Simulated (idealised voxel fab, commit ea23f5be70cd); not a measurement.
process module | voxel tone inversion
The figure presents cross-section cut, which has a width of 270 nm and is divided into square cells with an edge length of 5 nm.
If you're reading a cross-section in this doc, picture square cells in a grid; it comes to you as bands, top ones listed first down to the bottom, and a band can be one or more rows of cells. A band entry consists of two parts. The first gives the height of the band's top and the height of its bottom, in nm. The rest lists the band's materials from left to right, each with its width in nm. A single material labelled with the word "full width" fills the band from edge to edge, and the word "blank" marks empty space. Below 0: as-received wafer, all one material; heights counted from there. Lowest band: no bottom, goes on down, written "0 and below". So if you see something like "30 to 40" for the width, read it as the top row of the band sitting at the first number and the bottom row at the second, with every row in between moving by the same amount as the last. "nothing was modified" (step): cross-section cells unchanged, all of them. For the entry "Unvented cavities", the listed items are empty spaces with no open way to the top whose size is 8 cells or more; each item follows the pattern width x height at distance, where distance is from the left edge and all three are in nm. What comes after the settings on a step's line is commentary from the simulator itself on that step. overlay nm: right-of-plan distance of the mask on a masked step; negative values mean left-of-plan.

Here's what the planned process steps look like:
1. RECEIVE [material Si]
2. CONFORMAL_DEP [material SiCN] [thk nm 10]
3. DIRECTIONAL_DEP [material polySi] [thk nm 15]
4. PATTERN [tone cover] [mask id POSTS] [material resist] [width nm 15] [pitch nm 35] [thk nm 25] [overlay nm 0]
5. DIRECTIONAL_ETCH [etch materials polySi] [depth nm 15]
6. STRIP [etch materials resist]
7. FILL_DEP [material lowk] [thk nm 10]
8. CMP [height nm 25]
9. STRIP [etch materials polySi]
10. CONFORMAL_DEP [material TiN] [thk nm 5]
11. FILL_DEP [material Ru] [thk nm 5]
12. CMP [height nm 25]
13. CONFORMAL_DEP [material SiCN] [thk nm 5]

First wafer of two (run as planned):

Delivered wafer in cross-section: state after step 1:
  0 and below  Si full width
  Unvented cavities: none

The wafer in cross-section once step 2 is complete:
  10 down to 0  SiCN full width
  Nothing below the height 0 has changed.

The wafer in cross-section once step 3 is complete:
  25 down to 10  polySi full width
  Nothing below the height 10 has changed.

The wafer in cross-section once step 4 is complete:
  50 down to 25  blank (90); resist (15); blank (20); resist (15); blank (20); resist (15); blank (95)
  Nothing below the height 25 has changed.

The wafer in cross-section once step 5 is complete:
  50 down to 25  blank (90); resist (15); blank (20); resist (15); blank (20); resist (15); blank (95)
  25 down to 10  blank (90); polySi (15); blank (20); polySi (15); blank (20); polySi (15); blank (95)
  Nothing below the height 10 has changed.

The wafer in cross-section once step 6 is complete:
  25 down to 10  blank (90); polySi (15); blank (20); polySi (15); blank (20); polySi (15); blank (95)
  Nothing below the height 10 has changed.

The wafer in cross-section once step 7 is complete:
  35 down to 25  lowk full width
  25 down to 10  lowk (90); polySi (15); lowk (20); polySi (15); lowk (20); polySi (15); lowk (95)
  Nothing below the height 10 has changed.

The wafer in cross-section once step 8 is complete:
  25 down to 10  lowk (90); polySi (15); lowk (20); polySi (15); lowk (20); polySi (15); lowk (95)
  Nothing below the height 10 has changed.

The wafer in cross-section once step 9 is complete:
  25 down to 10  lowk (90); blank (15); lowk (20); blank (15); lowk (20); blank (15); lowk (95)
  Nothing below the height 10 has changed.

The wafer in cross-section once step 10 is complete:
  30 down to 25  TiN (95); blank (5); TiN (30); blank (5); TiN (30); blank (5); TiN (100)
  25 down to 15  lowk (90); TiN (5); blank (5); TiN (5); lowk (20); TiN (5); blank (5); TiN (5); lowk (20); TiN (5); blank (5); TiN (5); lowk (95)
  15 down to 10  lowk (90); TiN (15); lowk (20); TiN (15); lowk (20); TiN (15); lowk (95)
  Nothing below the height 10 has changed.

The wafer in cross-section once step 11 is complete:
  35 down to 30  Ru full width
  30 down to 25  TiN (95); Ru (5); TiN (30); Ru (5); TiN (30); Ru (5); TiN (100)
  25 down to 15  lowk (90); TiN (5); Ru (5); TiN (5); lowk (20); TiN (5); Ru (5); TiN (5); lowk (20); TiN (5); Ru (5); TiN (5); lowk (95)
  Nothing below the height 15 has changed.

The wafer in cross-section once step 12 is complete:
  25 down to 15  lowk (90); TiN (5); Ru (5); TiN (5); lowk (20); TiN (5); Ru (5); TiN (5); lowk (20); TiN (5); Ru (5); TiN (5); lowk (95)
  Nothing below the height 15 has changed.

The wafer in cross-section once step 13 is complete:
  30 down to 25  SiCN full width
  Nothing below the height 25 has changed.

Second Wafer (Identical Start and Plan, One Processing Error; Matches First Wafer Through Step 7):

What the second wafer looks like in cross-section when step 8 should have wrapped up:
  25 down to 10  lowk (90); polySi (15); lowk (20); polySi (15); lowk (20); polySi (15); lowk (95)
  Nothing below the height 10 has changed.

What the second wafer looks like in cross-section when step 9 should have wrapped up:
  25 down to 10  lowk (90); blank (15); lowk (20); blank (15); lowk (20); blank (15); lowk (95)
  Nothing below the height 10 has changed.

What the second wafer looks like in cross-section when step 10 should have wrapped up:
  30 down to 25  TiN (95); blank (5); TiN (30); blank (5); TiN (30); blank (5); TiN (100)
  25 down to 15  lowk (90); TiN (5); blank (5); TiN (5); lowk (20); TiN (5); blank (5); TiN (5); lowk (20); TiN (5); blank (5); TiN (5); lowk (95)
  15 down to 10  lowk (90); TiN (15); lowk (20); TiN (15); lowk (20); TiN (15); lowk (95)
  Nothing below the height 10 has changed.

What the second wafer looks like in cross-section when step 11 should have wrapped up:
  35 down to 30  Ru full width
  30 down to 25  TiN (95); Ru (5); TiN (30); Ru (5); TiN (30); Ru (5); TiN (100)
  25 down to 15  lowk (90); TiN (5); Ru (5); TiN (5); lowk (20); TiN (5); Ru (5); TiN (5); lowk (20); TiN (5); Ru (5); TiN (5); lowk (95)
  Nothing below the height 15 has changed.

What the second wafer looks like in cross-section when step 12 should have wrapped up:
  25 down to 15  lowk (90); TiN (5); Ru (5); TiN (5); lowk (20); TiN (5); Ru (5); TiN (5); lowk (20); TiN (5); Ru (5); TiN (5); lowk (95)
  Nothing below the height 15 has changed.

What the second wafer looks like in cross-section when step 13 should have wrapped up:
  30 down to 25  SiCN full width
  Nothing below the height 25 has changed.
what went wrong: step 8 of the plan was performed twice
If you compare the two wafers at the end, their cross-sections are the same, so as far as this model is concerned the mistake changes nothing.
